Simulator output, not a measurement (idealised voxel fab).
process module | voxel self aligned contacts
cross-section cut | 160 nm wide | cells 5 nm
A cross-section is a grid of square cells, given in bands from the top down. A band is one or more rows of cells.
Each band's line starts with the height of the band's top and of its bottom, in nm. Then come its materials from left to right, each with its width in nm. One material with "throughout" fills the band from edge to edge. "air" is empty space.
Height 0 is the level under which the wafer as received is all one material. The lowest band goes on downwards, as in "0 down".
A width such as "30 to 40" changes by the same amount from each row of cells to the next, from the band's top row to its bottom row.
"no change" after a step means that no cell of the cross-section changed.
closed voids: empty space of 8 cells or more with no open way to the top, each as width x height at its distance from the left edge, in nm
after a step's settings: what the simulator itself notes on the step
overlay nm, on a step with a mask: how far to the right of its planned place the mask lay; to the left if negative
Each pair below shows a cross-section before one step and the cross-section after it, down to the lowest band that changed. The line under each pair gives the step between them, with its settings. The pairs can come from different runs of this module on the same starting wafer, so a pair continues from the pair above only where its "before" says so.
before
  0 down: Si throughout
  closed voids: none
after
  0 to -5: SiO2 throughout
  below -5: unchanged
  closed voids: none
the step between: op OXIDIZE | depth nm 5
before: the cross-section after the pair above
after
  25 to 0: polySi throughout
  below 0: unchanged
  closed voids: none
the step between: op DIRECTIONAL_DEP | material polySi | thk nm 25
before: the cross-section after the pair above
after
  45 to 25: SiN throughout
  below 25: unchanged
  closed voids: none
the step between: op DIRECTIONAL_DEP | material SiN | thk nm 20
before: the cross-section after the pair above
after
  55 to 45: aC throughout
  below 45: unchanged
  closed voids: none
the step between: op DIRECTIONAL_DEP | material aC | thk nm 10
before: the cross-section after the pair above
after
  80 to 55: air 25 | resist 30 | air 45 | resist 30 | air 30
  below 55: unchanged
  closed voids: none
the step between: op PATTERN | tone cover | mask id GATE | material resist | width nm 30 | pitch nm 75 | thk nm 25 | overlay nm 0
before: the cross-section after the pair above
after
  70 to 55: air 25 | resist 30 | air 45 | resist 30 | air 30
  55 to 45: air 25 | aC 30 | air 45 | aC 30 | air 30
  below 45: unchanged
  closed voids: none
the step between: op DIRECTIONAL_ETCH | etch materials aC | depth nm 10
before: the cross-section after the pair above
after
  55 to 45: air 25 | aC 30 | air 45 | aC 30 | air 30
  below 45: unchanged
  closed voids: none
the step between: op STRIP | etch materials resist
before: the cross-section after the pair above
after
  55 to 45: air 25 | aC 30 | air 45 | aC 30 | air 30
  45 to 25: air 25 | SiN 30 | air 45 | SiN 30 | air 30
  below 25: unchanged
  closed voids: none
the step between: op DIRECTIONAL_ETCH | etch materials SiN | depth nm 20
before: the cross-section after the pair above
after
  55 to 45: air 25 | aC 30 | air 45 | aC 30 | air 30
  45 to 25: air 25 | SiN 30 | air 45 | SiN 30 | air 30
  25 to 0: air 25 | polySi 30 | air 45 | polySi 30 | air 30
  below 0: unchanged
  closed voids: none
the step between: op DIRECTIONAL_ETCH | etch materials polySi | depth nm 25
before: the cross-section after the pair above
after
  45 to 25: air 25 | SiN 30 | air 45 | SiN 30 | air 30
  below 25: unchanged
  closed voids: none
the step between: op STRIP | etch materials aC
before: the cross-section after the pair above
after
  55 to 25: air 15 | SiN 50 | air 25 | SiN 50 | air 20
  25 to 10: air 15 | SiN 10 | polySi 30 | SiN 10 | air 25 | SiN 10 | polySi 30 | SiN 10 | air 20
  10 to 0: SiN 25 | polySi 30 | SiN 45 | polySi 30 | SiN 30
  below 0: unchanged
  closed voids: none
the step between: op CONFORMAL_DEP | material SiN | thk nm 10
before: the cross-section after the pair above
after
  45 to 25: air 15 | SiN 50 | air 25 | SiN 50 | air 20
  25 to 0: air 15 | SiN 10 | polySi 30 | SiN 10 | air 25 | SiN 10 | polySi 30 | SiN 10 | air 20
  below 0: unchanged
  closed voids: none
the step between: op DIRECTIONAL_ETCH | etch materials SiN | depth nm 10
before: the cross-section after the pair above
after
  60 to 45: SiO2 throughout
  45 to 25: SiO2 15 | SiN 50 | SiO2 25 | SiN 50 | SiO2 20
  25 to 0: SiO2 15 | SiN 10 | polySi 30 | SiN 10 | SiO2 25 | SiN 10 | polySi 30 | SiN 10 | SiO2 20
  below 0: unchanged
  closed voids: none
the step between: op FILL_DEP | material SiO2 | thk nm 15
before: the cross-section after the pair above
after
  50 to 45: SiO2 throughout
  below 45: unchanged
  closed voids: none
the step between: op CMP | height nm 50
before: the cross-section after the pair above
after
  65 to 50: aC throughout
  below 50: unchanged
  closed voids: none
the step between: op DIRECTIONAL_DEP | material aC | thk nm 15
before: the cross-section after the pair above
after
  100 to 65: resist 50 | air 55 | resist 55
  below 65: unchanged
  closed voids: none
the step between: op PATTERN | tone open | mask id CONTACT | material resist | width nm 55 | thk nm 35 | overlay nm 0
before: the cross-section after the pair above
after
  85 to 65: resist 50 | air 55 | resist 55
  65 to 50: aC 50 | air 55 | aC 55
  below 50: unchanged
  closed voids: none
the step between: op DIRECTIONAL_ETCH | etch materials aC | depth nm 15
before: the cross-section after the pair above
after
  65 to 50: aC 50 | air 55 | aC 55
  below 50: unchanged
  closed voids: none
the step between: op STRIP | etch materials resist
before: the cross-section after the pair above
after
  65 to 50: aC 50 | air 55 | aC 55
  50 to 45: SiO2 50 | air 55 | SiO2 55
  45 to 25: SiO2 15 | SiN 50 | air 25 | SiN 50 | SiO2 20
  25 to 0: SiO2 15 | SiN 10 | polySi 30 | SiN 10 | air 25 | SiN 10 | polySi 30 | SiN 10 | SiO2 20
  0 to -5: SiO2 65 | air 25 | SiO2 70
  below -5: unchanged
  closed voids: none
the step between: op DIRECTIONAL_ETCH | etch materials SiO2 | depth nm 55
before: the cross-section after the pair above
after
  50 to 45: SiO2 50 | air 55 | SiO2 55
  below 45: unchanged
  closed voids: none
the step between: op STRIP | etch materials aC
before: the cross-section after the pair above
after
  55 to 50: TiN 55 | air 45 | TiN 60
  50 to 45: SiO2 50 | TiN 20 | air 15 | TiN 20 | SiO2 55
  45 to 25: SiO2 15 | SiN 50 | TiN 5 | air 15 | TiN 5 | SiN 50 | SiO2 20
  25 to 0: SiO2 15 | SiN 10 | polySi 30 | SiN 10 | TiN 5 | air 15 | TiN 5 | SiN 10 | polySi 30 | SiN 10 | SiO2 20
  0 to -5: SiO2 65 | TiN 25 | SiO2 70
  below -5: unchanged
  closed voids: none
the step between: op CONFORMAL_DEP | material TiN | thk nm 5
before: the cross-section after the pair above
after
  65 to 55: Ru throughout
  55 to 50: TiN 55 | Ru 45 | TiN 60
  50 to 45: SiO2 50 | TiN 20 | Ru 15 | TiN 20 | SiO2 55
  45 to 25: SiO2 15 | SiN 50 | TiN 5 | Ru 15 | TiN 5 | SiN 50 | SiO2 20
  25 to 0: SiO2 15 | SiN 10 | polySi 30 | SiN 10 | TiN 5 | Ru 15 | TiN 5 | SiN 10 | polySi 30 | SiN 10 | SiO2 20
  below 0: unchanged
  closed voids: none
the step between: op FILL_DEP | material Ru | thk nm 10
before: the cross-section after the pair above
after
  50 to 45: SiO2 50 | TiN 20 | Ru 15 | TiN 20 | SiO2 55
  below 45: unchanged
  closed voids: none
the step between: op CMP | height nm 50
before: the cross-section after the pair above
after
  55 to 50: SiCN throughout
  below 50: unchanged
  closed voids: none
the step between: op CONFORMAL_DEP | material SiCN | thk nm 5
before
  45 to 25: air 25 | SiN 30 | air 45 | SiN 30 | air 30
  25 to 0: air 25 | polySi 30 | air 45 | polySi 30 | air 30
  0 to -5: SiO2 throughout
  -5 down: Si throughout
  closed voids: none
after
  35 to 25: air 25 | SiN 30 | air 45 | SiN 30 | air 30
  below 25: unchanged
  closed voids: none
the step between: op DIRECTIONAL_ETCH | etch materials SiN | depth nm 10
before: the cross-section after the pair above
after
  50 to 35: SiO2 throughout
  35 to 25: SiO2 25 | SiN 30 | SiO2 45 | SiN 30 | SiO2 30
  25 to 0: SiO2 25 | polySi 30 | SiO2 45 | polySi 30 | SiO2 30
  below 0: unchanged
  closed voids: none
the step between: op FILL_DEP | material SiO2 | thk nm 15
before: the cross-section after the pair above
after
  65 to 50: aC throughout
  below 50: unchanged
  closed voids: none
the step between: op DIRECTIONAL_DEP | material aC | thk nm 15
before: the cross-section after the pair above
after
  100 to 65: resist 50 | air 55 | resist 55
  below 65: unchanged
  closed voids: none
the step between: op PATTERN | tone open | mask id CONTACT | material resist | width nm 55 | thk nm 35 | overlay nm 0
before: the cross-section after the pair above
after
  85 to 65: resist 50 | air 55 | resist 55
  65 to 50: aC 50 | air 55 | aC 55
  below 50: unchanged
  closed voids: none
the step between: op DIRECTIONAL_ETCH | etch materials aC | depth nm 15
before: the cross-section after the pair above
after
  65 to 50: aC 50 | air 55 | aC 55
  below 50: unchanged
  closed voids: none
the step between: op STRIP | etch materials resist
before: the cross-section after the pair above
after
  65 to 50: aC 50 | air 55 | aC 55
  50 to 35: SiO2 50 | air 55 | SiO2 55
  35 to 25: SiO2 25 | SiN 30 | air 45 | SiN 30 | SiO2 30
  25 to 0: SiO2 25 | polySi 30 | air 45 | polySi 30 | SiO2 30
  0 to -5: SiO2 55 | air 45 | SiO2 60
  below -5: unchanged
  closed voids: none
the step between: op DIRECTIONAL_ETCH | etch materials SiO2 | depth nm 55
before: the cross-section after the pair above
after
  50 to 35: SiO2 50 | air 55 | SiO2 55
  below 35: unchanged
  closed voids: none
the step between: op STRIP | etch materials aC
before: the cross-section after the pair above
after
  55 to 50: TiN 55 | air 45 | TiN 60
  50 to 40: SiO2 50 | TiN 5 | air 45 | TiN 5 | SiO2 55
  40 to 35: SiO2 50 | TiN 10 | air 35 | TiN 10 | SiO2 55
  35 to 25: SiO2 25 | SiN 30 | TiN 5 | air 35 | TiN 5 | SiN 30 | SiO2 30
  25 to 0: SiO2 25 | polySi 30 | TiN 5 | air 35 | TiN 5 | polySi 30 | SiO2 30
  0 to -5: SiO2 55 | TiN 45 | SiO2 60
  below -5: unchanged
  closed voids: none
the step between: op CONFORMAL_DEP | material TiN | thk nm 5
before: the cross-section after the pair above
after
  65 to 55: Ru throughout
  55 to 50: TiN 55 | Ru 45 | TiN 60
  50 to 40: SiO2 50 | TiN 5 | Ru 45 | TiN 5 | SiO2 55
  40 to 35: SiO2 50 | TiN 10 | Ru 35 | TiN 10 | SiO2 55
  35 to 25: SiO2 25 | SiN 30 | TiN 5 | Ru 35 | TiN 5 | SiN 30 | SiO2 30
  25 to 0: SiO2 25 | polySi 30 | TiN 5 | Ru 35 | TiN 5 | polySi 30 | SiO2 30
  below 0: unchanged
  closed voids: none
the step between: op FILL_DEP | material Ru | thk nm 10
before: the cross-section after the pair above
after
  50 to 40: SiO2 50 | TiN 5 | Ru 45 | TiN 5 | SiO2 55
  below 40: unchanged
  closed voids: none
the step between: op CMP | height nm 50
before: the cross-section after the pair above
after
  55 to 50: SiCN throughout
  below 50: unchanged
  closed voids: none
the step between: op CONFORMAL_DEP | material SiCN | thk nm 5
before
  45 to 25: SiN throughout
  25 to 0: polySi throughout
  0 to -5: SiO2 throughout
  -5 down: Si throughout
  closed voids: none
after
  65 to 25: SiN throughout
  below 25: unchanged
  closed voids: none
the step between: op DIRECTIONAL_DEP | material SiN | thk nm 20
before: the cross-section after the pair above
after
  75 to 65: aC throughout
  below 65: unchanged
  closed voids: none
the step between: op DIRECTIONAL_DEP | material aC | thk nm 10
before: the cross-section after the pair above
after
  100 to 75: air 25 | resist 30 | air 45 | resist 30 | air 30
  below 75: unchanged
  closed voids: none
the step between: op PATTERN | tone cover | mask id GATE | material resist | width nm 30 | pitch nm 75 | thk nm 25 | overlay nm 0
before: the cross-section after the pair above
after
  90 to 75: air 25 | resist 30 | air 45 | resist 30 | air 30
  75 to 65: air 25 | aC 30 | air 45 | aC 30 | air 30
  below 65: unchanged
  closed voids: none
the step between: op DIRECTIONAL_ETCH | etch materials aC | depth nm 10
before: the cross-section after the pair above
after
  75 to 65: air 25 | aC 30 | air 45 | aC 30 | air 30
  below 65: unchanged
  closed voids: none
the step between: op STRIP | etch materials resist
before: the cross-section after the pair above
after
  75 to 65: air 25 | aC 30 | air 45 | aC 30 | air 30
  65 to 45: air 25 | SiN 30 | air 45 | SiN 30 | air 30
  below 45: unchanged
  closed voids: none
the step between: op DIRECTIONAL_ETCH | etch materials SiN | depth nm 20
before: the cross-section after the pair above
after
  65 to 45: air 25 | SiN 30 | air 45 | SiN 30 | air 30
  below 45: unchanged
  closed voids: none
the step between: op STRIP | etch materials aC
before: the cross-section after the pair above
after
  75 to 55: air 15 | SiN 50 | air 25 | SiN 50 | air 20
  55 to 25: SiN throughout
  below 25: unchanged
  closed voids: none
the step between: op CONFORMAL_DEP | material SiN | thk nm 10
before: the cross-section after the pair above
after
  65 to 45: air 15 | SiN 50 | air 25 | SiN 50 | air 20
  below 45: unchanged
  closed voids: none
the step between: op DIRECTIONAL_ETCH | etch materials SiN | depth nm 10
before: the cross-section after the pair above
after
  80 to 65: SiO2 throughout
  65 to 45: SiO2 15 | SiN 50 | SiO2 25 | SiN 50 | SiO2 20
  below 45: unchanged
  closed voids: none
the step between: op FILL_DEP | material SiO2 | thk nm 15
before: the cross-section after the pair above
after
  50 to 45: SiO2 15 | SiN 50 | SiO2 25 | SiN 50 | SiO2 20
  below 45: unchanged
  closed voids: none
the step between: op CMP | height nm 50
before: the cross-section after the pair above
after
  65 to 50: aC throughout
  below 50: unchanged
  closed voids: none
the step between: op DIRECTIONAL_DEP | material aC | thk nm 15
before: the cross-section after the pair above
after
  100 to 65: resist 50 | air 55 | resist 55
  below 65: unchanged
  closed voids: none
the step between: op PATTERN | tone open | mask id CONTACT | material resist | width nm 55 | thk nm 35 | overlay nm 0
before: the cross-section after the pair above
after
  85 to 65: resist 50 | air 55 | resist 55
  65 to 50: aC 50 | air 55 | aC 55
  below 50: unchanged
  closed voids: none
the step between: op DIRECTIONAL_ETCH | etch materials aC | depth nm 15
before: the cross-section after the pair above
after
  65 to 50: aC 50 | air 55 | aC 55
  below 50: unchanged
  closed voids: none
the step between: op STRIP | etch materials resist
before: the cross-section after the pair above
after
  65 to 50: aC 50 | air 55 | aC 55
  50 to 45: SiO2 15 | SiN 50 | air 25 | SiN 50 | SiO2 20
  below 45: unchanged
  closed voids: none
the step between: op DIRECTIONAL_ETCH | etch materials SiO2 | depth nm 55
before: the cross-section after the pair above
after
  50 to 45: SiO2 15 | SiN 50 | air 25 | SiN 50 | SiO2 20
  below 45: unchanged
  closed voids: none
the step between: op STRIP | etch materials aC
before: the cross-section after the pair above
after
  55 to 50: TiN 70 | air 15 | TiN 75
  50 to 45: SiO2 15 | SiN 50 | TiN 25 | SiN 50 | SiO2 20
  below 45: unchanged
  closed voids: none
the step between: op CONFORMAL_DEP | material TiN | thk nm 5
before: the cross-section after the pair above
after
  65 to 55: Ru throughout
  55 to 50: TiN 70 | Ru 15 | TiN 75
  below 50: unchanged
  closed voids: none
the step between: op FILL_DEP | material Ru | thk nm 10
before: the cross-section after the pair above
after
  50 to 45: SiO2 15 | SiN 50 | TiN 25 | SiN 50 | SiO2 20
  below 45: unchanged
  closed voids: none
the step between: op CMP | height nm 50
before: the cross-section after the pair above
after
  55 to 50: SiCN throughout
  below 50: unchanged
  closed voids: none
the step between: op CONFORMAL_DEP | material SiCN | thk nm 5
before
  0 to -5: SiO2 throughout
  -5 down: Si throughout
  closed voids: none
after
  20 to 0: SiN throughout
  below 0: unchanged
  closed voids: none
the step between: op DIRECTIONAL_DEP | material SiN | thk nm 20
before: the cross-section after the pair above
after
  45 to 20: polySi throughout
  below 20: unchanged
  closed voids: none
the step between: op DIRECTIONAL_DEP | material polySi | thk nm 25
before: the cross-section after the pair above
after
  55 to 45: aC throughout
  below 45: unchanged
  closed voids: none
the step between: op DIRECTIONAL_DEP | material aC | thk nm 10
before: the cross-section after the pair above
after
  80 to 55: air 25 | resist 30 | air 45 | resist 30 | air 30
  below 55: unchanged
  closed voids: none
the step between: op PATTERN | tone cover | mask id GATE | material resist | width nm 30 | pitch nm 75 | thk nm 25 | overlay nm 0
before: the cross-section after the pair above
after
  70 to 55: air 25 | resist 30 | air 45 | resist 30 | air 30
  55 to 45: air 25 | aC 30 | air 45 | aC 30 | air 30
  below 45: unchanged
  closed voids: none
the step between: op DIRECTIONAL_ETCH | etch materials aC | depth nm 10
before: the cross-section after the pair above
after
  55 to 45: air 25 | aC 30 | air 45 | aC 30 | air 30
  below 45: unchanged
  closed voids: none
the step between: op STRIP | etch materials resist
before: the cross-section after the pair above
after
  55 to 45: air 25 | aC 30 | air 45 | aC 30 | air 30
  45 to 20: air 25 | polySi 30 | air 45 | polySi 30 | air 30
  below 20: unchanged
  closed voids: none
the step between: op DIRECTIONAL_ETCH | etch materials polySi | depth nm 25
before: the cross-section after the pair above
after
  45 to 20: air 25 | polySi 30 | air 45 | polySi 30 | air 30
  below 20: unchanged
  closed voids: none
the step between: op STRIP | etch materials aC
before: the cross-section after the pair above
after
  55 to 45: air 15 | SiN 50 | air 25 | SiN 50 | air 20
  45 to 30: air 15 | SiN 10 | polySi 30 | SiN 10 | air 25 | SiN 10 | polySi 30 | SiN 10 | air 20
  30 to 20: SiN 25 | polySi 30 | SiN 45 | polySi 30 | SiN 30
  below 20: unchanged
  closed voids: none
the step between: op CONFORMAL_DEP | material SiN | thk nm 10
before: the cross-section after the pair above
after
  45 to 20: air 15 | SiN 10 | polySi 30 | SiN 10 | air 25 | SiN 10 | polySi 30 | SiN 10 | air 20
  below 20: unchanged
  closed voids: none
the step between: op DIRECTIONAL_ETCH | etch materials SiN | depth nm 10
before: the cross-section after the pair above
after
  60 to 45: SiO2 throughout
  45 to 20: SiO2 15 | SiN 10 | polySi 30 | SiN 10 | SiO2 25 | SiN 10 | polySi 30 | SiN 10 | SiO2 20
  below 20: unchanged
  closed voids: none
the step between: op FILL_DEP | material SiO2 | thk nm 15
before: the cross-section after the pair above
after
  50 to 45: SiO2 throughout
  below 45: unchanged
  closed voids: none
the step between: op CMP | height nm 50
before: the cross-section after the pair above
after
  65 to 50: aC throughout
  below 50: unchanged
  closed voids: none
the step between: op DIRECTIONAL_DEP | material aC | thk nm 15
before: the cross-section after the pair above
after
  100 to 65: resist 50 | air 55 | resist 55
  below 65: unchanged
  closed voids: none
the step between: op PATTERN | tone open | mask id CONTACT | material resist | width nm 55 | thk nm 35 | overlay nm 0
before: the cross-section after the pair above
after
  85 to 65: resist 50 | air 55 | resist 55
  65 to 50: aC 50 | air 55 | aC 55
  below 50: unchanged
  closed voids: none
the step between: op DIRECTIONAL_ETCH | etch materials aC | depth nm 15
before: the cross-section after the pair above
after
  65 to 50: aC 50 | air 55 | aC 55
  below 50: unchanged
  closed voids: none
the step between: op STRIP | etch materials resist
before: the cross-section after the pair above
after
  65 to 50: aC 50 | air 55 | aC 55
  50 to 45: SiO2 50 | air 55 | SiO2 55
  45 to 20: SiO2 15 | SiN 10 | polySi 30 | SiN 10 | air 25 | SiN 10 | polySi 30 | SiN 10 | SiO2 20
  below 20: unchanged
  closed voids: none
the step between: op DIRECTIONAL_ETCH | etch materials SiO2 | depth nm 55
before: the cross-section after the pair above
after
  50 to 45: SiO2 50 | air 55 | SiO2 55
  below 45: unchanged
  closed voids: none
the step between: op STRIP | etch materials aC
before: the cross-section after the pair above
after
  55 to 50: TiN 55 | air 45 | TiN 60
  50 to 45: SiO2 50 | TiN 20 | air 15 | TiN 20 | SiO2 55
  45 to 25: SiO2 15 | SiN 10 | polySi 30 | SiN 10 | TiN 5 | air 15 | TiN 5 | SiN 10 | polySi 30 | SiN 10 | SiO2 20
  25 to 20: SiO2 15 | SiN 10 | polySi 30 | SiN 10 | TiN 25 | SiN 10 | polySi 30 | SiN 10 | SiO2 20
  below 20: unchanged
  closed voids: none
the step between: op CONFORMAL_DEP | material TiN | thk nm 5
before: the cross-section after the pair above
after
  65 to 55: Ru throughout
  55 to 50: TiN 55 | Ru 45 | TiN 60
  50 to 45: SiO2 50 | TiN 20 | Ru 15 | TiN 20 | SiO2 55
  45 to 25: SiO2 15 | SiN 10 | polySi 30 | SiN 10 | TiN 5 | Ru 15 | TiN 5 | SiN 10 | polySi 30 | SiN 10 | SiO2 20
  below 25: unchanged
  closed voids: none
the step between: op FILL_DEP | material Ru | thk nm 10
before: the cross-section after the pair above
after
  50 to 45: SiO2 50 | TiN 20 | Ru 15 | TiN 20 | SiO2 55
  below 45: unchanged
  closed voids: none
the step between: op CMP | height nm 50
before: the cross-section after the pair above
after
  55 to 50: SiCN throughout
  below 50: unchanged
  closed voids: none
the step between: op CONFORMAL_DEP | material SiCN | thk nm 5
before
  55 to 45: air 25 | aC 30 | air 45 | aC 30 | air 30
  45 to 25: SiN throughout
  25 to 0: polySi throughout
  0 to -5: SiO2 throughout
  -5 down: Si throughout
  closed voids: none
after
  55 to 45: air 25 | aC 30 | air 45 | aC 30 | air 30
  45 to 35: air 25 | SiN 30 | air 45 | SiN 30 | air 30
  below 35: unchanged
  closed voids: none
the step between: op DIRECTIONAL_ETCH | etch materials SiN | depth nm 10
before: the cross-section after the pair above
after
  45 to 35: air 25 | SiN 30 | air 45 | SiN 30 | air 30
  below 35: unchanged
  closed voids: none
the step between: op STRIP | etch materials aC
before: the cross-section after the pair above
after
  55 to 45: air 15 | SiN 50 | air 25 | SiN 50 | air 20
  45 to 25: SiN throughout
  below 25: unchanged
  closed voids: none
the step between: op CONFORMAL_DEP | material SiN | thk nm 10
before: the cross-section after the pair above
after
  45 to 35: air 15 | SiN 50 | air 25 | SiN 50 | air 20
  below 35: unchanged
  closed voids: none
the step between: op DIRECTIONAL_ETCH | etch materials SiN | depth nm 10
before: the cross-section after the pair above
after
  60 to 45: SiO2 throughout
  45 to 35: SiO2 15 | SiN 50 | SiO2 25 | SiN 50 | SiO2 20
  below 35: unchanged
  closed voids: none
the step between: op FILL_DEP | material SiO2 | thk nm 15
before: the cross-section after the pair above
after
  50 to 45: SiO2 throughout
  below 45: unchanged
  closed voids: none
the step between: op CMP | height nm 50
before: the cross-section after the pair above
after
  65 to 50: aC throughout
  below 50: unchanged
  closed voids: none
the step between: op DIRECTIONAL_DEP | material aC | thk nm 15
before: the cross-section after the pair above
after
  100 to 65: resist 50 | air 55 | resist 55
  below 65: unchanged
  closed voids: none
the step between: op PATTERN | tone open | mask id CONTACT | material resist | width nm 55 | thk nm 35 | overlay nm 0
before: the cross-section after the pair above
after
  85 to 65: resist 50 | air 55 | resist 55
  65 to 50: aC 50 | air 55 | aC 55
  below 50: unchanged
  closed voids: none
the step between: op DIRECTIONAL_ETCH | etch materials aC | depth nm 15
before: the cross-section after the pair above
after
  65 to 50: aC 50 | air 55 | aC 55
  below 50: unchanged
  closed voids: none
the step between: op STRIP | etch materials resist
before: the cross-section after the pair above
after
  65 to 50: aC 50 | air 55 | aC 55
  50 to 45: SiO2 50 | air 55 | SiO2 55
  45 to 35: SiO2 15 | SiN 50 | air 25 | SiN 50 | SiO2 20
  below 35: unchanged
  closed voids: none
the step between: op DIRECTIONAL_ETCH | etch materials SiO2 | depth nm 55
before: the cross-section after the pair above
after
  50 to 45: SiO2 50 | air 55 | SiO2 55
  below 45: unchanged
  closed voids: none
the step between: op STRIP | etch materials aC
before: the cross-section after the pair above
after
  55 to 50: TiN 55 | air 45 | TiN 60
  50 to 45: SiO2 50 | TiN 20 | air 15 | TiN 20 | SiO2 55
  45 to 40: SiO2 15 | SiN 50 | TiN 5 | air 15 | TiN 5 | SiN 50 | SiO2 20
  40 to 35: SiO2 15 | SiN 50 | TiN 25 | SiN 50 | SiO2 20
  below 35: unchanged
  closed voids: none
the step between: op CONFORMAL_DEP | material TiN | thk nm 5
before: the cross-section after the pair above
after
  65 to 55: Ru throughout
  55 to 50: TiN 55 | Ru 45 | TiN 60
  50 to 45: SiO2 50 | TiN 20 | Ru 15 | TiN 20 | SiO2 55
  45 to 40: SiO2 15 | SiN 50 | TiN 5 | Ru 15 | TiN 5 | SiN 50 | SiO2 20
  below 40: unchanged
  closed voids: none
the step between: op FILL_DEP | material Ru | thk nm 10
before: the cross-section after the pair above
after
  50 to 45: SiO2 50 | TiN 20 | Ru 15 | TiN 20 | SiO2 55
  below 45: unchanged
  closed voids: none
the step between: op CMP | height nm 50
before: the cross-section after the pair above
after
  55 to 50: SiCN throughout
  below 50: unchanged
  closed voids: none
the step between: op CONFORMAL_DEP | material SiCN | thk nm 5
before
  55 to 45: aC throughout
  45 to 25: SiN throughout
  25 to 0: polySi throughout
  0 to -5: SiO2 throughout
  -5 down: Si throughout
  closed voids: none
after
  80 to 55: air 30 | resist 25 | air 50 | resist 25 | air 30
  below 55: unchanged
  closed voids: none
the step between: op PATTERN | tone cover | mask id GATE | material resist | width nm 25 | pitch nm 75 | thk nm 25 | overlay nm 0
before: the cross-section after the pair above
after
  70 to 55: air 30 | resist 25 | air 50 | resist 25 | air 30
  55 to 45: air 30 | aC 25 | air 50 | aC 25 | air 30
  below 45: unchanged
  closed voids: none
the step between: op DIRECTIONAL_ETCH | etch materials aC | depth nm 10
before: the cross-section after the pair above
after
  55 to 45: air 30 | aC 25 | air 50 | aC 25 | air 30
  below 45: unchanged
  closed voids: none
the step between: op STRIP | etch materials resist
before: the cross-section after the pair above
after
  55 to 45: air 30 | aC 25 | air 50 | aC 25 | air 30
  45 to 25: air 30 | SiN 25 | air 50 | SiN 25 | air 30
  below 25: unchanged
  closed voids: none
the step between: op DIRECTIONAL_ETCH | etch materials SiN | depth nm 20
before: the cross-section after the pair above
after
  55 to 45: air 30 | aC 25 | air 50 | aC 25 | air 30
  45 to 25: air 30 | SiN 25 | air 50 | SiN 25 | air 30
  25 to 0: air 30 | polySi 25 | air 50 | polySi 25 | air 30
  below 0: unchanged
  closed voids: none
the step between: op DIRECTIONAL_ETCH | etch materials polySi | depth nm 25
before: the cross-section after the pair above
after
  45 to 25: air 30 | SiN 25 | air 50 | SiN 25 | air 30
  below 25: unchanged
  closed voids: none
the step between: op STRIP | etch materials aC
before: the cross-section after the pair above
after
  55 to 25: air 20 | SiN 45 | air 30 | SiN 45 | air 20
  25 to 10: air 20 | SiN 10 | polySi 25 | SiN 10 | air 30 | SiN 10 | polySi 25 | SiN 10 | air 20
  10 to 0: SiN 30 | polySi 25 | SiN 50 | polySi 25 | SiN 30
  below 0: unchanged
  closed voids: none
the step between: op CONFORMAL_DEP | material SiN | thk nm 10
before: the cross-section after the pair above
after
  45 to 25: air 20 | SiN 45 | air 30 | SiN 45 | air 20
  25 to 0: air 20 | SiN 10 | polySi 25 | SiN 10 | air 30 | SiN 10 | polySi 25 | SiN 10 | air 20
  below 0: unchanged
  closed voids: none
the step between: op DIRECTIONAL_ETCH | etch materials SiN | depth nm 10
before: the cross-section after the pair above
after
  60 to 45: SiO2 throughout
  45 to 25: SiO2 20 | SiN 45 | SiO2 30 | SiN 45 | SiO2 20
  25 to 0: SiO2 20 | SiN 10 | polySi 25 | SiN 10 | SiO2 30 | SiN 10 | polySi 25 | SiN 10 | SiO2 20
  below 0: unchanged
  closed voids: none
the step between: op FILL_DEP | material SiO2 | thk nm 15
before: the cross-section after the pair above
after
  50 to 45: SiO2 throughout
  below 45: unchanged
  closed voids: none
the step between: op CMP | height nm 50
before: the cross-section after the pair above
after
  65 to 50: aC throughout
  below 50: unchanged
  closed voids: none
the step between: op DIRECTIONAL_DEP | material aC | thk nm 15
before: the cross-section after the pair above
after
  100 to 65: resist 50 | air 55 | resist 55
  below 65: unchanged
  closed voids: none
the step between: op PATTERN | tone open | mask id CONTACT | material resist | width nm 55 | thk nm 35 | overlay nm 0
before: the cross-section after the pair above
after
  85 to 65: resist 50 | air 55 | resist 55
  65 to 50: aC 50 | air 55 | aC 55
  below 50: unchanged
  closed voids: none
the step between: op DIRECTIONAL_ETCH | etch materials aC | depth nm 15
before: the cross-section after the pair above
after
  65 to 50: aC 50 | air 55 | aC 55
  below 50: unchanged
  closed voids: none
the step between: op STRIP | etch materials resist
before: the cross-section after the pair above
after
  65 to 50: aC 50 | air 55 | aC 55
  50 to 45: SiO2 50 | air 55 | SiO2 55
  45 to 25: SiO2 20 | SiN 45 | air 30 | SiN 45 | SiO2 20
  25 to 0: SiO2 20 | SiN 10 | polySi 25 | SiN 10 | air 30 | SiN 10 | polySi 25 | SiN 10 | SiO2 20
  0 to -5: SiO2 65 | air 30 | SiO2 65
  below -5: unchanged
  closed voids: none
the step between: op DIRECTIONAL_ETCH | etch materials SiO2 | depth nm 55
before: the cross-section after the pair above
after
  50 to 45: SiO2 50 | air 55 | SiO2 55
  below 45: unchanged
  closed voids: none
the step between: op STRIP | etch materials aC
before: the cross-section after the pair above
after
  55 to 50: TiN 55 | air 45 | TiN 60
  50 to 45: SiO2 50 | TiN 20 | air 20 | TiN 15 | SiO2 55
  45 to 25: SiO2 20 | SiN 45 | TiN 5 | air 20 | TiN 5 | SiN 45 | SiO2 20
  25 to 0: SiO2 20 | SiN 10 | polySi 25 | SiN 10 | TiN 5 | air 20 | TiN 5 | SiN 10 | polySi 25 | SiN 10 | SiO2 20
  0 to -5: SiO2 65 | TiN 30 | SiO2 65
  below -5: unchanged
  closed voids: none
the step between: op CONFORMAL_DEP | material TiN | thk nm 5
before: the cross-section after the pair above
after
  65 to 55: Ru throughout
  55 to 50: TiN 55 | Ru 45 | TiN 60
  50 to 45: SiO2 50 | TiN 20 | Ru 20 | TiN 15 | SiO2 55
  45 to 25: SiO2 20 | SiN 45 | TiN 5 | Ru 20 | TiN 5 | SiN 45 | SiO2 20
  25 to 0: SiO2 20 | SiN 10 | polySi 25 | SiN 10 | TiN 5 | Ru 20 | TiN 5 | SiN 10 | polySi 25 | SiN 10 | SiO2 20
  below 0: unchanged
  closed voids: none
the step between: op FILL_DEP | material Ru | thk nm 10
before: the cross-section after the pair above
after
  50 to 45: SiO2 50 | TiN 20 | Ru 20 | TiN 15 | SiO2 55
  below 45: unchanged
  closed voids: none
the step between: op CMP | height nm 50
before: the cross-section after the pair above
after
  55 to 50: SiCN throughout
  below 50: unchanged
  closed voids: none
the step between: op CONFORMAL_DEP | material SiCN | thk nm 5
before
  55 to 45: aC throughout
  45 to 25: SiN throughout
  25 to 0: polySi throughout
  0 to -5: SiO2 throughout
  -5 down: Si throughout
  closed voids: none
after
  80 to 55: air 15 | resist 30 | air 45 | resist 30 | air 40
  below 55: unchanged
  closed voids: none
the step between: op PATTERN | tone cover | mask id GATE | material resist | width nm 30 | pitch nm 75 | thk nm 25 | overlay nm -10
